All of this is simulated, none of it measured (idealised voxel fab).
Module name: voxel double patterning (process module)
Section cut is 150 nm wide and gridded with 5 nm square cells.
Throughout this document, each cross-section is represented as a grid of square cells and is presented as a sequence of bands enumerated from the top downward, where a band comprises one or more rows of cells.
For a band, the entry starts with two heights in nm, that of the top and then that of the bottom, and carries on with the band's materials in order from left to right, each alongside its width in nm; the word "full width" beside a single material means it fills the band edge to edge, and "blank" means empty space.
Ref level 0: as-received wafer is one material below here. Bottom band extends down with no lower bound ("0..down").
Graded width ("30 to 40"): value in top row of band = first number; value in bottom row = second number; row-to-row change constant.
A step reported as "changes: none" is a step in which no cell of the cross-section changed.
"Voids, enclosed" specifies each empty space that is not open to the top and that occupies no fewer than 8 cells, using the form width x height at distance, the distance measured from the left edge and all three quantities in nm.
Past the settings on a step's line: simulator remark, on that step.
A step line may carry the setting "overlay nm", which, for steps involving a mask, states the distance by which the mask lay to the right of its intended position; negative values denote displacement to the left.
[Planned process steps]
1,op RECEIVE | material Si
2,op CONFORMAL_DEP | material SiN | thk nm 10
3,op DIRECTIONAL_DEP | material SiO2 | thk nm 10
4,op DIRECTIONAL_DEP | material SiCN | thk nm 5
5,op DIRECTIONAL_DEP | material aC | thk nm 15
6,op PATTERN | tone open | mask id FIRST | material resist | width nm 15 | pitch nm 50 | thk nm 35 | overlay nm 0
7,op DIRECTIONAL_ETCH | etch materials aC | depth nm 15
8,op STRIP | etch materials resist
9,op DIRECTIONAL_ETCH | etch materials SiCN | depth nm 5
10,op STRIP | etch materials aC
11,op PATTERN | tone open | mask id SECOND | material resist | width nm 15 | thk nm 15 | overlay nm 0
12,op DIRECTIONAL_ETCH | etch materials SiCN | depth nm 5
13,op STRIP | etch materials resist
14,op DIRECTIONAL_ETCH | etch materials SiO2 | depth nm 10
15,op STRIP | etch materials SiCN
[This is the cross-section of the wafer as we received it, i.e. after step 1]
	0..down = Si full width
	Voids, enclosed: none
[Post-module cross-section: identical start and plan to those above, one misstep in execution]
	20..10 = SiN full width
	10..0 = SiO2 full width
	0..down = Si full width
	Voids, enclosed: none
Diagnosis: a sequencing error occurred in which plan steps 2 and 3 were transposed
